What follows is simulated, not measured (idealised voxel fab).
The name of this process module is voxel air gaps.
The cross-section on display is named cut; it measures 195 nm wide, and its cells are 5 nm squares.
Reading order for cross-sections: top band down to bottom band. Underlying form: a grid of square cells. Band size: one or more rows of cells. A band entry consists of two parts. The first gives the height of the band's top and the height of its bottom, in nm. The rest lists the band's materials from left to right, each with its width in nm. A single material labelled with the word "throughout" fills the band from edge to edge, and the word "blank" marks empty space. Where do heights start? At 0: under that level the wafer as delivered is made of one material only. And the lowest band has no floor; it just carries on downward, as in "0 nm and below". When a width is written as two numbers, as in "30..40", the first number is the width in the top row of cells of the band and the second is the width in its bottom row, and the width changes by the same amount from each row to the next. "no modification" -> step changed no cross-section cell. What "Enclosed empty spaces" gives you is every empty space of 8 cells or more that is cut off from the top. Each appears as width x height at distance, with the distance taken from the left edge and width, height and distance all in nm. On a step's line, text after the settings is the simulator commenting on that step. If you see "overlay nm" on a step's line and that step has a mask, it's telling you how far right of where it was planned the mask ended up; a negative number means it went left instead.
[List of planned process steps]
1) RECEIVE: material Si
2) CONFORMAL_DEP: material SiO2, thk nm 10
3) CONFORMAL_DEP: material SiN, thk nm 5
4) DIRECTIONAL_DEP: material lowk, thk nm 35
5) DIRECTIONAL_DEP: material aC, thk nm 15
6) PATTERN: tone open, mask id LINES, material resist, width nm 15, pitch nm 45, thk nm 30, overlay nm 0
7) DIRECTIONAL_ETCH: etch materials aC, depth nm 15
8) STRIP: etch materials resist
9) DIRECTIONAL_ETCH: etch materials lowk, depth nm 35
10) STRIP: etch materials aC
11) CONFORMAL_DEP: material TiN, thk nm 5
12) FILL_DEP: material Cu, thk nm 5
13) CMP: height nm 50
14) EPI: material Ru, thk nm 10
15) SELECTIVE_ETCH: etch materials lowk, depth nm 45
16) CONFORMAL_DEP: material SiN, thk nm 5
Split variable: width nm, step 6. Plan value = first wafer. Wafers start alike.
[As-received state after step 1, first of several wafers, cross-section]
	0 nm and below | Si throughout
	Enclosed empty spaces: none
[Last step of the module is step 16; after it, the first of several wafers in cross-section]
	65 nm to 60 nm | 30 nm blank  135 nm SiN  30 nm blank
	60 nm to 50 nm | 30 nm blank  5 nm SiN  35 nm Ru  10 nm SiN  35 nm Ru  10 nm SiN  35 nm Ru  5 nm SiN  30 nm blank
	50 nm to 45 nm | 30 nm blank  15 nm SiN  5 nm TiN  5 nm Cu  5 nm TiN  30 nm SiN  5 nm TiN  5 nm Cu  5 nm TiN  30 nm SiN  5 nm TiN  5 nm Cu  5 nm TiN  15 nm SiN  30 nm blank
	45 nm to 20 nm | 40 nm blank  5 nm SiN  5 nm TiN  5 nm Cu  5 nm TiN  5 nm SiN  20 nm blank  5 nm SiN  5 nm TiN  5 nm Cu  5 nm TiN  5 nm SiN  20 nm blank  5 nm SiN  5 nm TiN  5 nm Cu  5 nm TiN  5 nm SiN  40 nm blank
	20 nm to 15 nm | 45 nm SiN  15 nm TiN  30 nm SiN  15 nm TiN  30 nm SiN  15 nm TiN  45 nm SiN
	15 nm to 10 nm | SiN throughout
	10 nm to 0 nm | SiO2 throughout
	0 nm and below | Si throughout
	Enclosed empty spaces: 20 x 25 at 65; 20 x 25 at 110
[Sectional view of the last wafer upon completion of the module]
	65 nm to 60 nm | 25 nm blank  150 nm SiN  20 nm blank
	60 nm to 50 nm | 25 nm blank  5 nm SiN  140 nm Ru  5 nm SiN  20 nm blank
	50 nm to 45 nm | 25 nm blank  15 nm SiN  5 nm TiN  20 nm Cu  5 nm TiN  15 nm lowk  5 nm TiN  20 nm Cu  5 nm TiN  15 nm lowk  5 nm TiN  20 nm Cu  5 nm TiN  15 nm SiN  20 nm blank
	45 nm to 20 nm | 35 nm blank  5 nm SiN  5 nm TiN  20 nm Cu  5 nm TiN  15 nm lowk  5 nm TiN  20 nm Cu  5 nm TiN  15 nm lowk  5 nm TiN  20 nm Cu  5 nm TiN  5 nm SiN  30 nm blank
	20 nm to 15 nm | 40 nm SiN  30 nm TiN  15 nm lowk  30 nm TiN  15 nm lowk  30 nm TiN  35 nm SiN
	15 nm to 10 nm | SiN throughout
	10 nm to 0 nm | SiO2 throughout
	0 nm and below | Si throughout
	Enclosed empty spaces: none
[Wafer rows, end of module: cells per material gained (+) or lost (-) since receipt; closed voids last]
width nm 15, +18 Cu, +42 Ru, +156 SiN, +78 SiO2, +45 TiN, Enclosed empty spaces: 20 x 25 at 65; 20 x 25 at 110
width nm 20, +36 Cu, +48 Ru, +148 SiN, +78 SiO2, +48 TiN, Enclosed empty spaces: 15 x 25 at 70; 15 x 25 at 115
width nm 25, +54 Cu, +54 Ru, +104 SiN, +78 SiO2, +51 TiN, +56 lowk, Enclosed empty spaces: none
width nm 30, +72 Cu, +56 Ru, +104 SiN, +78 SiO2, +54 TiN, +42 lowk, Enclosed empty spaces: none
